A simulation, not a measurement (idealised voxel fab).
The document below concerns the process module designated voxel wiring stack.
Section cut is 235 nm wide and gridded with 5 nm square cells.
Just so we're on the same page, the cross-sections are grids of square cells, and they're listed out in bands top to bottom, each band one or more rows deep. Basically the band line says how high the top is and how high the bottom is, in nm, and then what's in it from left to right, every material with its width in nm. Empty space shows up as "empty", and if a single material carries "edge to edge" it runs the full band edge to edge. Height reference: 0 = level under which incoming wafer is all one material. Lowest band: no bottom, runs on downward, e.g. "0 -> down". Graded width ("30->40"): value in top row of band = first number; value in bottom row = second number; row-to-row change constant. Given "no alterations made" for a step, no cell of the cross-section differs between before and after that step. Voids not open to the top, 8 cells minimum: see "Enclosed void catalog". Written width x height at distance; distance is from the left edge; nm. On each step's line, the part that comes after the settings is the simulator's own comment on the step. On any step carrying a mask, the "overlay nm" setting, if present on the step's line, tells how far right of its planned place the mask lay; negative values point to the left.
The process steps that were planned are listed below
- 1: RECEIVE, material Si
- 2: CONFORMAL_DEP, material SiO2, thk nm 10
- 3: CONFORMAL_DEP, material SiCN, thk nm 5
- 4: DIRECTIONAL_DEP, material lowk, thk nm 15
- 5: DIRECTIONAL_DEP, material aC, thk nm 15
- 6: PATTERN, tone open, mask id METAL_1, material resist, width nm 25, pitch nm 50, thk nm 30, overlay nm 0
- 7: DIRECTIONAL_ETCH, etch materials aC, depth nm 15
- 8: STRIP, etch materials resist
- 9: DIRECTIONAL_ETCH, etch materials lowk, depth nm 15
- 10: DIRECTIONAL_ETCH, etch materials SiCN, depth nm 5
- 11: STRIP, etch materials aC
- 12: CONFORMAL_DEP, material TiN, thk nm 5
- 13: FILL_DEP, material Cu, thk nm 10
- 14: CMP, height nm 30
- 15: CONFORMAL_DEP, material SiCN, thk nm 5
- 16: DIRECTIONAL_DEP, material lowk, thk nm 15
- 17: DIRECTIONAL_DEP, material aC, thk nm 10
- 18: PATTERN, tone open, mask id PLUG_1, material resist, width nm 15, pitch nm 50, thk nm 30, overlay nm 0
- 19: DIRECTIONAL_ETCH, etch materials aC, depth nm 10
- 20: STRIP, etch materials resist
- 21: DIRECTIONAL_ETCH, etch materials lowk, depth nm 15
- 22: DIRECTIONAL_ETCH, etch materials SiCN, depth nm 5
- 23: STRIP, etch materials aC
- 24: CONFORMAL_DEP, material TiN, thk nm 5
- 25: FILL_DEP, material Cu, thk nm 5
- 26: CMP, height nm 50
- 27: CONFORMAL_DEP, material SiCN, thk nm 5
- 28: DIRECTIONAL_DEP, material SiO2, thk nm 20
- 29: PATTERN, tone open, mask id METAL_2, material resist, width nm 15, pitch nm 50, thk nm 20, overlay nm 0
- 30: DIRECTIONAL_ETCH, etch materials SiO2, depth nm 20
- 31: DIRECTIONAL_ETCH, etch materials SiCN, depth nm 5
- 32: STRIP, etch materials resist
- 33: CONFORMAL_DEP, material TiN, thk nm 5
- 34: FILL_DEP, material W, thk nm 10
- 35: CMP, height nm 75
- 36: CONFORMAL_DEP, material SiCN, thk nm 5
- 37: DIRECTIONAL_DEP, material SiO2, thk nm 25
- 38: DIRECTIONAL_DEP, material aC, thk nm 15
- 39: PATTERN, tone open, mask id METAL_3, material resist, width nm 25, pitch nm 50, thk nm 35, overlay nm 0
- 40: DIRECTIONAL_ETCH, etch materials aC, depth nm 15
- 41: STRIP, etch materials resist
- 42: DIRECTIONAL_ETCH, etch materials SiO2, depth nm 15
- 43: STRIP, etch materials aC
- 44: PATTERN, tone open, mask id METAL_3_HOLES, material resist, width nm 15, pitch nm 50, thk nm 15, overlay nm 0
- 45: DIRECTIONAL_ETCH, etch materials SiO2, depth nm 10
- 46: DIRECTIONAL_ETCH, etch materials SiCN, depth nm 5
- 47: STRIP, etch materials resist
- 48: CONFORMAL_DEP, material TiN, thk nm 5
- 49: FILL_DEP, material Ru, thk nm 10
- 50: CMP, height nm 105
- 51: CONFORMAL_DEP, material SiCN, thk nm 5
Across this set of wafers, the varied parameter is the width nm of step 29. Starting conditions are identical for every wafer, and the plan reports the value assigned to the first wafer.
First wafer as received, after step 1
	0 -> down: Si edge to edge
	Enclosed void catalog: none
The following table contains a row per wafer, in which are reported, at the conclusion of the module, the cells of each material gained (+) or lost (-) since the wafer's receipt, with its closed voids given thereafter
width nm 15, +24 Cu, +18 Ru, +207 SiCN, +451 SiO2, +92 TiN, +8 W, +234 lowk, Enclosed void catalog: none
width nm 20, +24 Cu, +18 Ru, +205 SiCN, +443 SiO2, +94 TiN, +16 W, +234 lowk, Enclosed void catalog: none
width nm 25, +24 Cu, +18 Ru, +203 SiCN, +435 SiO2, +96 TiN, +24 W, +234 lowk, Enclosed void catalog: none
width nm 30, +24 Cu, +18 Ru, +201 SiCN, +427 SiO2, +98 TiN, +32 W, +234 lowk, Enclosed void catalog: none
width nm 35, +24 Cu, +18 Ru, +199 SiCN, +419 SiO2, +100 TiN, +40 W, +234 lowk, Enclosed void catalog: none
